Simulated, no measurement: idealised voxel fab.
Process module under the name voxel wiring stack
We display cut, a cross-section 235 nm in width whose square cells are each 5 nm.
How to read a cross-section here: the picture is a grid of square cells, written as bands going from the top down, and any band can span one or more rows of cells. This entry defines a band. It first specifies the height of the band's top and the height of its bottom in nm, and then specifies the band's materials from left to right, stating each material with its width in nm. The word "everywhere" identifies a single material that fills the band from edge to edge, while the word "air" identifies empty space. Measure heights from 0. That's the level where, below it, the as-received wafer is all one material. The lowest band is bottomless and extends downward; write it as in "top 0, no bottom". A width given as "30->40" starts at the first number in the band's top row and ends at the second number in its bottom row, shifting by an equal amount at every step from row to row. Where a step carries "everything unchanged", the cross-section came out of it unchanged, cell for cell. For the entry "Voids, enclosed", the listed items are empty spaces with no open way to the top whose size is 8 cells or more; each item follows the pattern width x height at distance, where distance is from the left edge and all three are in nm. Post-settings text on a step line: simulator's own remark regarding the step. When a step includes a mask, the "overlay nm" setting on its line states how far to the right of its planned place that mask lay, and negative values state how far to the left.

-- Set out below are the planned steps of the process
1. RECEIVE with material Si
2. CONFORMAL_DEP with material SiO2, thk nm 10
3. CONFORMAL_DEP with material SiCN, thk nm 5
4. DIRECTIONAL_DEP with material lowk, thk nm 20
5. DIRECTIONAL_DEP with material aC, thk nm 10
6. PATTERN with tone open, mask id METAL_1, material resist, width nm 20, pitch nm 40, thk nm 30, overlay nm 0
7. DIRECTIONAL_ETCH with etch materials aC, depth nm 10
8. STRIP with etch materials resist
9. DIRECTIONAL_ETCH with etch materials lowk, depth nm 20
10. DIRECTIONAL_ETCH with etch materials SiCN, depth nm 5
11. STRIP with etch materials aC
12. CONFORMAL_DEP with material TiN, thk nm 5
13. FILL_DEP with material Cu, thk nm 5
14. CMP with height nm 35
15. CONFORMAL_DEP with material SiCN, thk nm 5
16. DIRECTIONAL_DEP with material lowk, thk nm 30
17. MASKED_ETCH with tone open, mask id METAL_2_HOLES, width nm 15, pitch nm 40, etch materials lowk, depth nm 30, overlay nm 0
18. MASKED_ETCH with tone open, mask id METAL_2, width nm 20, pitch nm 40, etch materials lowk, depth nm 20, overlay nm 0
19. MASKED_ETCH with tone open, mask id METAL_2, width nm 20, pitch nm 40, etch materials SiCN, depth nm 5, overlay nm 0
20. CONFORMAL_DEP with material TiN, thk nm 5
21. FILL_DEP with material Ru, thk nm 10
22. CMP with height nm 70
23. CONFORMAL_DEP with material SiCN, thk nm 5

-- Step 1 complete: cross-section of the wafer as received
	top 0, no bottom | Si everywhere
	Voids, enclosed: none

-- Look at the cross-section after the module: the wafer started out the way shown above and the plan was the one shown above, yet one mistake was made along the way
	top 75, bottom 70 | SiCN everywhere
	top 70, bottom 55 | lowk: 85, TiN: 5, Ru: 5, TiN: 5, lowk: 25, TiN: 5, Ru: 5, TiN: 5, lowk: 95
	top 55, bottom 50 | lowk: 85, TiN: 15, lowk: 25, TiN: 15, lowk: 95
	top 50, bottom 40 | lowk everywhere
	top 40, bottom 35 | SiCN everywhere
	top 35, bottom 15 | lowk: 85, TiN: 5, Cu: 10, TiN: 5, lowk: 20, TiN: 5, Cu: 10, TiN: 5, lowk: 90
	top 15, bottom 10 | SiCN: 85, TiN: 20, SiCN: 20, TiN: 20, SiCN: 90
	top 10, bottom 0 | SiO2 everywhere
	top 0, no bottom | Si everywhere
	Voids, enclosed: none
Misprocessing identified: step 16 of the plan was executed twice over
